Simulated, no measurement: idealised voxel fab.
The following process module bears the name voxel tone inversion.
In the cross-section labelled cut, the width is 190 nm and each square cell is 5 nm.
For the purposes of this document, a cross-section shall be understood as a grid of square cells, specified as bands listed in top-to-bottom order, each band consisting of one or more rows of cells.
The band entry comprises the height of the band's top followed by the height of its bottom, expressed in nm, and subsequently the band's materials from left to right, each stated together with its width in nm. Where a single material is marked with the word "full width", that material fills the band from edge to edge. The word "blank" represents empty space.
The level at which height equals 0 is the one under which the wafer, as it arrives, is entirely one material. No lower edge exists for the bottom band, which continues downward and is notated as in "0..down".
Per-row width for "30 to 40": begins at first number (top row of band), ends at second number (bottom row), increment between rows held constant.
"same as before" -> step changed no cross-section cell.
"Enclosed void entries" specifies each empty space that is not open to the top and that occupies no fewer than 8 cells, using the form width x height at distance, the distance measured from the left edge and all three quantities in nm.
Heads up: the bit after the settings on a step's line is the simulator's remark on that step.
When a step includes a mask, the "overlay nm" setting on its line states how far to the right of its planned place that mask lay, and negative values state how far to the left.

-- Process steps - plan
1) op RECEIVE | material Si
2) op CONFORMAL_DEP | material SiN | thk nm 10
3) op DIRECTIONAL_DEP | material polySi | thk nm 25
4) op PATTERN | tone cover | mask id POSTS | material resist | width nm 15 | pitch nm 30 | thk nm 30 | overlay nm 0
5) op DIRECTIONAL_ETCH | etch materials polySi | depth nm 25
6) op STRIP | etch materials resist
7) op FILL_DEP | material SiO2 | thk nm 10
8) op CMP | height nm 35
9) op STRIP | etch materials polySi
10) op CONFORMAL_DEP | material TiN | thk nm 5
11) op FILL_DEP | material W | thk nm 5
12) op CMP | height nm 35
13) op CONFORMAL_DEP | material SiN | thk nm 5

-- as received, after step 1
* 0..down | Si full width
* Enclosed void entries: none

-- Cross-section: first of two wafers, module finished, run according to plan
* 40..35 | SiN full width
* 35..15 | 55 SiO2 | 5 TiN | 5 W | 5 TiN | 15 SiO2 | 5 TiN | 5 W | 5 TiN | 15 SiO2 | 5 TiN | 5 W | 5 TiN | 60 SiO2
* 15..10 | 55 SiO2 | 15 TiN | 15 SiO2 | 15 TiN | 15 SiO2 | 15 TiN | 60 SiO2
* 10..0 | SiN full width
* 0..down | Si full width
* Enclosed void entries: none

-- Here is the second of the two wafers cut open at the end of the module - same start, same plan as the first one, but we made one mistake running it
* 40..35 | SiN full width
* 35..15 | 50 W | 5 TiN | 15 polySi | 5 TiN | 5 W | 5 TiN | 15 polySi | 5 TiN | 5 W | 5 TiN | 15 polySi | 5 TiN | 55 W
* 15..10 | 55 TiN | 15 polySi | 15 TiN | 15 polySi | 15 TiN | 15 polySi | 60 TiN
* 10..0 | SiN full width
* 0..down | Si full width
* Enclosed void entries: none
Where did the run depart from the plan? step 9 ran with different settings than intended, the actual operation and settings being op STRIP | etch materials SiO2
In the final state, the cell counts of the second wafer exceed or fall short of those of the first for the following materials: -145 SiO2, +20 TiN, +80 W, +45 polySi
